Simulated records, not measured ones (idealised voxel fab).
This section sets out a process module, namely voxel self aligned contacts.
Cross-section cut spans 285 nm and uses square cells 5 nm in size.
Think of the cross-section as a grid of square cells. We describe it in bands, top to bottom, and each band covers one or more rows of those cells. Heads up on the band format: heights come first, top then bottom, in nm. After that it's the materials left to right, each with its width in nm. A single material flagged "throughout" fills the whole band edge to edge, and "blank" means there's empty space there. Height is counted from the level 0, under which the received wafer is composed throughout of one material. The lowest of the bands is not closed at the bottom but continues downward, in the notation "0..down". Width: "30->40" (first number = top row, second number = bottom row, same change from row to row of cells). Reading "nothing different" for a step: not a cell of the cross-section changed in it. Listed in "Non-vented voids": every empty space of 8 or more cells without an open way to the top. Form: width x height at distance, the distance being from the left edge, all in nm. If you see something after the settings on a step's line, that's the simulator's own remark about that step. overlay nm: mask offset rightward from planned place, masked step; negative means leftward offset.
### The planned process steps are enumerated hereunder
1 RECEIVE, material Si
2 OXIDIZE, depth nm 5
3 DIRECTIONAL_DEP, material polySi, thk nm 30
4 DIRECTIONAL_DEP, material SiN, thk nm 25
5 PATTERN, tone cover, mask id GATE, material resist, width nm 35, pitch nm 75, thk nm 20, overlay nm 0
6 DIRECTIONAL_ETCH, etch materials SiN, depth nm 25
7 DIRECTIONAL_ETCH, etch materials polySi, depth nm 30
8 STRIP, etch materials resist
9 CONFORMAL_DEP, material SiN, thk nm 10
10 DIRECTIONAL_ETCH, etch materials SiN, depth nm 10
11 FILL_DEP, material SiO2, thk nm 20
12 CMP, height nm 65
13 PATTERN, tone open, mask id CONTACT, material resist, width nm 50, pitch nm 75, thk nm 15, overlay nm 0
14 DIRECTIONAL_ETCH, etch materials SiO2, depth nm 70
15 STRIP, etch materials resist
16 CONFORMAL_DEP, material TiN, thk nm 5
17 FILL_DEP, material W, thk nm 10
18 CMP, height nm 65
19 CONFORMAL_DEP, material SiN, thk nm 5
### This is the cross-section of the wafer as we received it, i.e. after step 1
- 0..down | Si throughout
- Non-vented voids: none
### End state of the module in cross-section, given the above starting point and plan and one mistake in execution
- 70..65 | SiN throughout
- 65..60 | 80 SiO2, 5 TiN, 40 W, 5 TiN, 25 SiO2, 5 TiN, 40 W, 5 TiN, 80 SiO2
- 60..55 | 80 SiO2, 50 TiN, 25 SiO2, 50 TiN, 80 SiO2
- 55..30 | TiN throughout
- 30..0 | polySi throughout
- 0..-5 | SiO2 throughout
- -5..down | Si throughout
- Non-vented voids: none
Deviation noted in wafer processing: it should be noted that step 4 was executed with settings other than those planned, the operation and settings actually applied being DIRECTIONAL_DEP, material TiN, thk nm 25
